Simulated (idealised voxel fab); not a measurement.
A process module follows: voxel tone inversion.
190 nm wide, 5 nm square cells: that's cross-section cut.
When this document writes out a cross-section, it uses a grid of square cells and lists it as bands, beginning at the top and moving down, with a band standing for one or more rows of cells.
In this notation a band is specified by the heights of its top and bottom, in that order and in nm, after which its materials appear from left to right, each paired with its width in nm. The word "edge to edge" attached to a single material means that material fills the band from edge to edge; the word "empty" stands for empty space.
Height is counted from the level 0, under which the received wafer is composed throughout of one material. The lowest of the bands is not closed at the bottom but continues downward, in the notation "0 and below".
Graded width ("30..40"): value in top row of band = first number; value in bottom row = second number; row-to-row change constant.
"left unchanged" means the step left every cell of the cross-section as it was.
The list in "Listed closed voids" covers empty spaces of 8 cells or more that cannot reach the top through any open way, and it gives each as width x height at distance; the distance is from the left edge, and width, height and distance are in nm.
That trailing text on a step's line, after the settings, is the simulator's own remark on the step.
overlay nm: right-of-plan distance of the mask on a masked step; negative values mean left-of-plan.
PLANNED STEP LIST FOR THE PROCESS
1) RECEIVE: material Si
2) CONFORMAL_DEP: material SiCN, thk nm 10
3) DIRECTIONAL_DEP: material polySi, thk nm 25
4) PATTERN: tone cover, mask id POSTS, material resist, width nm 25, pitch nm 40, thk nm 35, overlay nm 0
5) DIRECTIONAL_ETCH: etch materials polySi, depth nm 25
6) STRIP: etch materials resist
7) FILL_DEP: material lowk, thk nm 5
8) CMP: height nm 35
9) STRIP: etch materials polySi
10) CONFORMAL_DEP: material TiN, thk nm 5
11) FILL_DEP: material W, thk nm 5
12) CMP: height nm 35
13) CONFORMAL_DEP: material SiCN, thk nm 5
THE FIRST OF A SET OF TWO WAFERS, RUN TO PLAN
CROSS-SECTION OF THE INCOMING WAFER, STATE AFTER STEP 1
* 0 and below  Si edge to edge
* Listed closed voids: none
SECTIONAL VIEW: WAFER, AFTER STEP 2
* 10 down to 0  SiCN edge to edge
* below 0: unchanged
SECTIONAL VIEW: WAFER, AFTER STEP 3
* 35 down to 10  polySi edge to edge
* below 10: unchanged
SECTIONAL VIEW: WAFER, AFTER STEP 4
* 70 down to 35  empty=40, then resist=25, then empty=15, then resist=25, then empty=15, then resist=25, then empty=45
* below 35: unchanged
SECTIONAL VIEW: WAFER, AFTER STEP 5
* 70 down to 35  empty=40, then resist=25, then empty=15, then resist=25, then empty=15, then resist=25, then empty=45
* 35 down to 10  empty=40, then polySi=25, then empty=15, then polySi=25, then empty=15, then polySi=25, then empty=45
* below 10: unchanged
SECTIONAL VIEW: WAFER, AFTER STEP 6
* 35 down to 10  empty=40, then polySi=25, then empty=15, then polySi=25, then empty=15, then polySi=25, then empty=45
* below 10: unchanged
SECTIONAL VIEW: WAFER, AFTER STEP 7
* 40 down to 35  lowk edge to edge
* 35 down to 10  lowk=40, then polySi=25, then lowk=15, then polySi=25, then lowk=15, then polySi=25, then lowk=45
* below 10: unchanged
SECTIONAL VIEW: WAFER, AFTER STEP 8
* 35 down to 10  lowk=40, then polySi=25, then lowk=15, then polySi=25, then lowk=15, then polySi=25, then lowk=45
* below 10: unchanged
SECTIONAL VIEW: WAFER, AFTER STEP 9
* 35 down to 10  lowk=40, then empty=25, then lowk=15, then empty=25, then lowk=15, then empty=25, then lowk=45
* below 10: unchanged
SECTIONAL VIEW: WAFER, AFTER STEP 10
* 40 down to 35  TiN=45, then empty=15, then TiN=25, then empty=15, then TiN=25, then empty=15, then TiN=50
* 35 down to 15  lowk=40, then TiN=5, then empty=15, then TiN=5, then lowk=15, then TiN=5, then empty=15, then TiN=5, then lowk=15, then TiN=5, then empty=15, then TiN=5, then lowk=45
* 15 down to 10  lowk=40, then TiN=25, then lowk=15, then TiN=25, then lowk=15, then TiN=25, then lowk=45
* below 10: unchanged
SECTIONAL VIEW: WAFER, AFTER STEP 11
* 45 down to 40  W edge to edge
* 40 down to 35  TiN=45, then W=15, then TiN=25, then W=15, then TiN=25, then W=15, then TiN=50
* 35 down to 15  lowk=40, then TiN=5, then W=15, then TiN=5, then lowk=15, then TiN=5, then W=15, then TiN=5, then lowk=15, then TiN=5, then W=15, then TiN=5, then lowk=45
* below 15: unchanged
SECTIONAL VIEW: WAFER, AFTER STEP 12
* 35 down to 15  lowk=40, then TiN=5, then W=15, then TiN=5, then lowk=15, then TiN=5, then W=15, then TiN=5, then lowk=15, then TiN=5, then W=15, then TiN=5, then lowk=45
* below 15: unchanged
SECTIONAL VIEW: WAFER, AFTER STEP 13
* 40 down to 35  SiCN edge to edge
* below 35: unchanged
THE REMAINING WAFER, SECOND OF THE TWO, STARTED LIKE THE FIRST AND WAS RUN TO THE SAME PLAN, EXCEPT THAT ONE MISTAKE WAS MADE ALONG THE WAY; THE TWO COINCIDE THROUGH STEP 10, INCLUSIVE
CROSS-SECTION OF THE SECOND WAFER AT THE TIME STEP 11 OF THE PLAN SHOULD HAVE ENDED
* 50 down to 40  W edge to edge
* 40 down to 35  TiN=45, then W=15, then TiN=25, then W=15, then TiN=25, then W=15, then TiN=50
* 35 down to 15  lowk=40, then TiN=5, then W=15, then TiN=5, then lowk=15, then TiN=5, then W=15, then TiN=5, then lowk=15, then TiN=5, then W=15, then TiN=5, then lowk=45
* below 15: unchanged
CROSS-SECTION OF THE SECOND WAFER AT THE TIME STEP 12 OF THE PLAN SHOULD HAVE ENDED
* 35 down to 15  lowk=40, then TiN=5, then W=15, then TiN=5, then lowk=15, then TiN=5, then W=15, then TiN=5, then lowk=15, then TiN=5, then W=15, then TiN=5, then lowk=45
* below 15: unchanged
CROSS-SECTION OF THE SECOND WAFER AT THE TIME STEP 13 OF THE PLAN SHOULD HAVE ENDED
* 40 down to 35  SiCN edge to edge
* below 35: unchanged
Against the plan, the run slipped here: heads up, step 11 of the plan got done twice
Same final cross-section on the two wafers, so the model's numbers don't move because of the mistake.
